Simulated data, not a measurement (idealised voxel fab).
The following process module bears the name voxel gate over fins.
It is cross-section cut that appears here, measuring 295 nm in width, its square cells being 5 nm in size.
Each cross-section below is a grid of square cells, stated as bands in top-down order, with one or more rows of cells making up each band.
A band entry consists of two parts. The first gives the height of the band's top and the height of its bottom, in nm. The rest lists the band's materials from left to right, each with its width in nm. A single material labelled with the word "everywhere" fills the band from edge to edge, and the word "air" marks empty space.
Heights from 0 (as-received wafer is one material below). Bottom band endless downward, as "0 nm and below".
It should be noted that a width expressed as "30 to 40" varies in equal increments from row to row of cells within the band, taking the value of the first number at the top row and that of the second number at the bottom row.
Basically "no change" means that step didn't change any cell in the cross-section.
"Closed void list" lists enclosed empty spaces (at least 8 cells, no open path upward to the top), each as width x height at distance from the left edge, in nm.
If you see something after the settings on a step's line, that's the simulator's own remark about that step.
overlay nm: how far to the right of its planned place the mask lay on this masked step (negative: to the left).

-- The planned process steps are enumerated hereunder
1) RECEIVE, material Si
2) CONFORMAL_DEP, material SiN, thk nm 5
3) MASKED_ETCH, tone cover, mask id FINS, width nm 15, pitch nm 40, etch materials SiN, depth nm 5, overlay nm 0
4) MASKED_ETCH, tone cover, mask id FINS, width nm 15, pitch nm 40, etch materials Si, depth nm 30, overlay nm 0
5) FILL_DEP, material SiO2, thk nm 5
6) CMP, height nm -5
7) SELECTIVE_ETCH, etch materials SiO2, depth nm 20
8) STRIP, etch materials SiN
9) CONFORMAL_DEP, material HfO2, thk nm 5
10) CONFORMAL_DEP, material TiN, thk nm 5
11) CONFORMAL_DEP, material TiAl, thk nm 5
12) CONFORMAL_DEP, material TiN, thk nm 5
13) FILL_DEP, material W, thk nm 15
14) CMP, height nm 30
15) CONFORMAL_DEP, material SiN, thk nm 5
Wafer-to-wafer difference: height nm, step 6. Common start. Plan = first wafer's value.

-- Incoming state of the first of several wafers in cross-section: after step 1
  0 nm and below: Si everywhere
  Closed void list: none

-- Note: the following table is arranged by wafer, a row apiece. Each row reports the end-of-module state: per material, cells gained (+) or cells lost (-) compared with the wafer as received; closed voids follow
height nm -5 | +91 HfO2 | -294 Si | +59 SiN | +47 SiO2 | +79 TiAl | +158 TiN | +273 W | Closed void list: none
height nm 0 | +91 HfO2 | -282 Si | +59 SiN | +94 SiO2 | +79 TiAl | +158 TiN | +214 W | Closed void list: none
height nm 5 | +83 HfO2 | -282 Si | +59 SiN | +141 SiO2 | +74 TiAl | +148 TiN | +190 W | Closed void list: none
height nm 10 | +75 HfO2 | -282 Si | +59 SiN | +188 SiO2 | +69 TiAl | +138 TiN | +166 W | Closed void list: none
